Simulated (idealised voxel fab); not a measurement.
Documented hereafter: the process module known as voxel quadruple lines.
We display cut, a cross-section 265 nm in width whose square cells are each 5 nm.
Square cells in a grid make up a cross-section in this document, and the grid is given as bands, listed from the top down, each one or more rows of cells. Band: top and bottom heights (nm) first, top before bottom; then materials from left to right, widths in nm. "all across" marks a sole material filling the band edge to edge. "air" denotes empty space. All heights in this document are referenced to 0, defined as the level beneath which the wafer, as received, consists entirely of one material. The lowest band is not bounded below; it extends indefinitely downward and is written in the form "z 0 and below". The width entry "30->40" should be interpreted row by row: the top row of cells in the band takes the first number, the bottom row takes the second number, and the change between adjacent rows is uniform throughout. What does "changes: none" mean for a step? It means no cell of the cross-section changed in that step. Enclosed voids (no open way to top), threshold 8 cells or more, entry "Enclosed empty spaces", notation width x height at distance, distance from left edge, nm. Formally, on a step line, whatever follows the settings is a remark that the simulator itself makes on the step. overlay nm: step with mask; distance mask lay right of planned place; negative value = left of planned place.
plan:
step 1: RECEIVE with material Si
step 2: CONFORMAL_DEP with material SiO2, thk nm 10
step 3: DIRECTIONAL_DEP with material Ru, thk nm 15
step 4: DIRECTIONAL_DEP with material polySi, thk nm 20
step 5: DIRECTIONAL_DEP with material aC, thk nm 25
step 6: PATTERN with tone cover, mask id MANDREL, material resist, width nm 25, thk nm 35, overlay nm 0
step 7: DIRECTIONAL_ETCH with etch materials aC, depth nm 25
step 8: STRIP with etch materials resist
step 9: CONFORMAL_DEP with material SiO2, thk nm 15
step 10: DIRECTIONAL_ETCH with etch materials SiO2, depth nm 15
step 11: STRIP with etch materials aC
step 12: DIRECTIONAL_ETCH with etch materials polySi, depth nm 20
step 13: STRIP with etch materials SiO2
step 14: CONFORMAL_DEP with material SiN, thk nm 5
step 15: DIRECTIONAL_ETCH with etch materials SiN, depth nm 5
step 16: STRIP with etch materials polySi
step 17: DIRECTIONAL_ETCH with etch materials Ru, depth nm 15
step 18: STRIP with etch materials SiN
The cross-section here shows the wafer as received, i.e. in its state after step 1:
	z 0 and below = Si all across
	Enclosed empty spaces: none
Cross-section, first of two wafers, end of module, run as planned:
	z 25 to 10 = air 100 nm | Ru 5 nm | air 15 nm | Ru 5 nm | air 15 nm | Ru 5 nm | air 15 nm | Ru 5 nm | air 100 nm
	z 10 to 0 = SiO2 all across
	z 0 and below = Si all across
	Enclosed empty spaces: none
Cross-section, wafer two of two, end of module: same start and plan as wafer one, one error in execution:
	z 40 to 25 = air 100 nm | Ru 5 nm | air 15 nm | Ru 5 nm | air 15 nm | Ru 5 nm | air 15 nm | Ru 5 nm | air 100 nm
	z 25 to 10 = Ru all across
	z 10 to 0 = SiO2 all across
	z 0 and below = Si all across
	Enclosed empty spaces: none
It is concluded that the wafer was processed incorrectly with respect to the plan, in that the plan's step 3 ran twice
It is noted that, at the conclusion of processing, the second wafer exhibits a higher or lower cell count for certain materials relative to the first: Ru +159
